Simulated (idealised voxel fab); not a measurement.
The process module presented herein is designated voxel capacitor over wiring.
The width of the displayed cross-section, cut, is 275 nm; its cells are square, with a size of 5 nm.
We lay out every cross-section as a grid of square cells and spell it out in bands from the top down, where one band means one or more rows of cells.
Per band: top height and bottom height in nm, followed by the left-to-right materials and their widths in nm; "throughout" marks a single material spanning edge to edge, "air" marks empty space.
It should be noted that heights are counted from 0, beneath which the wafer as supplied is of one material throughout, and that the lowest band possesses no lower boundary but continues downward, as written in "top 0, no bottom".
A width such as "30 to 40" changes by the same amount from each row of cells to the next, from the band's top row to its bottom row.
"same as before" means the step left every cell of the cross-section as it was.
Closed cavities: empty space of 8 cells or more with no open way to the top, each as width x height at its distance from the left edge, in nm
Anything after a step's settings on that line? It's the simulator's own note about the step.
Each step line may optionally specify "overlay nm", which for a step with a mask gives the rightward distance between the mask's planned place and where it lay, a negative value indicating the leftward direction.

**Planned process steps**
1. RECEIVE,material Si
2. CONFORMAL_DEP,material SiO2,thk nm 10
3. DIRECTIONAL_DEP,material TiN,thk nm 5
4. DIRECTIONAL_DEP,material W,thk nm 20
5. PATTERN,tone cover,mask id METAL_1,material resist,width nm 30,pitch nm 80,thk nm 20,overlay nm 0
6. DIRECTIONAL_ETCH,etch materials W,depth nm 20
7. DIRECTIONAL_ETCH,etch materials TiN,depth nm 5
8. STRIP,etch materials resist
9. FILL_DEP,material lowk,thk nm 10
10. CMP,height nm 35
11. CONFORMAL_DEP,material SiCN,thk nm 5
12. DIRECTIONAL_DEP,material SiO2,thk nm 15
13. MASKED_ETCH,tone open,mask id PLUG_1,width nm 15,etch materials SiO2,depth nm 15,overlay nm 0
14. MASKED_ETCH,tone open,mask id PLUG_1,width nm 15,etch materials SiCN,depth nm 5,overlay nm 0
15. EPI,material Ru,thk nm 10
16. EPI,material Ru,thk nm 10
17. DIRECTIONAL_DEP,material TiN,thk nm 5
18. DIRECTIONAL_DEP,material HfO2,thk nm 5
19. DIRECTIONAL_DEP,material TiN,thk nm 5
20. DIRECTIONAL_DEP,material aC,thk nm 10
21. PATTERN,tone cover,mask id UPPER_PLATE,material resist,width nm 55,thk nm 25,overlay nm 0
22. DIRECTIONAL_ETCH,etch materials aC,depth nm 10
23. STRIP,etch materials resist
24. DIRECTIONAL_ETCH,etch materials TiN,depth nm 5
25. DIRECTIONAL_ETCH,etch materials HfO2,depth nm 5
26. STRIP,etch materials aC
27. MASKED_ETCH,tone cover,mask id LOWER_PLATE,width nm 65,etch materials TiN,depth nm 5,overlay nm 0
28. FILL_DEP,material SiO2,thk nm 15
29. CMP,height nm 80
30. MASKED_ETCH,tone open,mask id PLUG_2,width nm 15,etch materials SiO2,depth nm 10,overlay nm 0
31. CONFORMAL_DEP,material TiN,thk nm 5
32. FILL_DEP,material Ru,thk nm 10
33. CMP,height nm 80
34. CONFORMAL_DEP,material SiN,thk nm 5

**Wafer cross-section on receipt, i.e. after step 1**
* top 0, no bottom  Si throughout
* Closed cavities: none

**Post-module cross-section: identical start and plan to those above, one misstep in execution**
* top 85, bottom 80  SiN throughout
* top 80, bottom 75  SiO2 (105)  TiN (5)  Ru (5)  TiN (5)  SiO2 (155)
* top 75, bottom 70  SiO2 (105)  TiN (15)  SiO2 (155)
* top 70, bottom 65  SiO2 throughout
* top 65, bottom 60  SiO2 (95)  HfO2 (55)  SiO2 (125)
* top 60, bottom 55  SiO2 (90)  TiN (65)  SiO2 (120)
* top 55, bottom 40  SiO2 (95)  Ru (15)  SiO2 (165)
* top 40, bottom 35  SiCN (95)  Ru (15)  SiCN (165)
* top 35, bottom 15  lowk (80)  W (30)  lowk (50)  W (30)  lowk (85)
* top 15, bottom 10  lowk (80)  TiN (30)  lowk (50)  TiN (30)  lowk (85)
* top 10, bottom 0  SiO2 throughout
* top 0, no bottom  Si throughout
* Closed cavities: none
Heads up, the wafer didn't run the way we planned it: plan step 19 never ran because it was skipped
